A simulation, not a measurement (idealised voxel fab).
process module | voxel fin reveal
cross-section cut | 190 nm wide | cells 5 nm
A cross-section is a grid of square cells, given in bands from the top down. A band is one or more rows of cells.
Each band's line starts with the height of the band's top and of its bottom, in nm. Then come its materials from left to right, each with its width in nm. One material with "throughout" fills the band from edge to edge. "air" is empty space.
Height 0 is the level under which the wafer as received is all one material. The lowest band goes on downwards, as in "0 down".
A width such as "30 to 40" changes by the same amount from each row of cells to the next, from the band's top row to its bottom row.
"no change" after a step means that no cell of the cross-section changed.
closed voids: empty space of 8 cells or more with no open way to the top, each as width x height at its distance from the left edge, in nm
after a step's settings: what the simulator itself notes on the step
overlay nm, on a step with a mask: how far to the right of its planned place the mask lay; to the left if negative
plan
1 op RECEIVE | material Si
2 op CONFORMAL_DEP | material SiN | thk nm 5
3 op MASKED_ETCH | tone cover | mask id FINS | width nm 15 | pitch nm 40 | etch materials SiN | depth nm 5 | overlay nm 0
4 op MASKED_ETCH | tone cover | mask id FINS | width nm 15 | pitch nm 40 | etch materials Si | depth nm 35 | overlay nm 0
5 op OXIDIZE | depth nm 5
6 op FILL_DEP | material SiO2 | thk nm 15
7 op CMP | height nm 5
8 op SELECTIVE_ETCH | etch materials SiO2 | depth nm 15
9 op STRIP | etch materials SiN
as received, after step 1
  0 down: Si throughout
  closed voids: none
a wafer at the end: this start, this plan, one mistake
  0 to -35: air 25 | SiO2 5 | Si 5 | SiO2 5 | air 25 | SiO2 5 | Si 5 | SiO2 5 | air 25 | SiO2 5 | Si 5 | SiO2 5 | air 25 | SiO2 5 | Si 5 | SiO2 5 | air 30
  -35 to -40: SiO2 30 | Si 5 | SiO2 35 | Si 5 | SiO2 35 | Si 5 | SiO2 35 | Si 5 | SiO2 35
  -40 down: Si throughout
  closed voids: none
what went wrong: step 6 ran as: op FILL_DEP | material SiN | thk nm 15
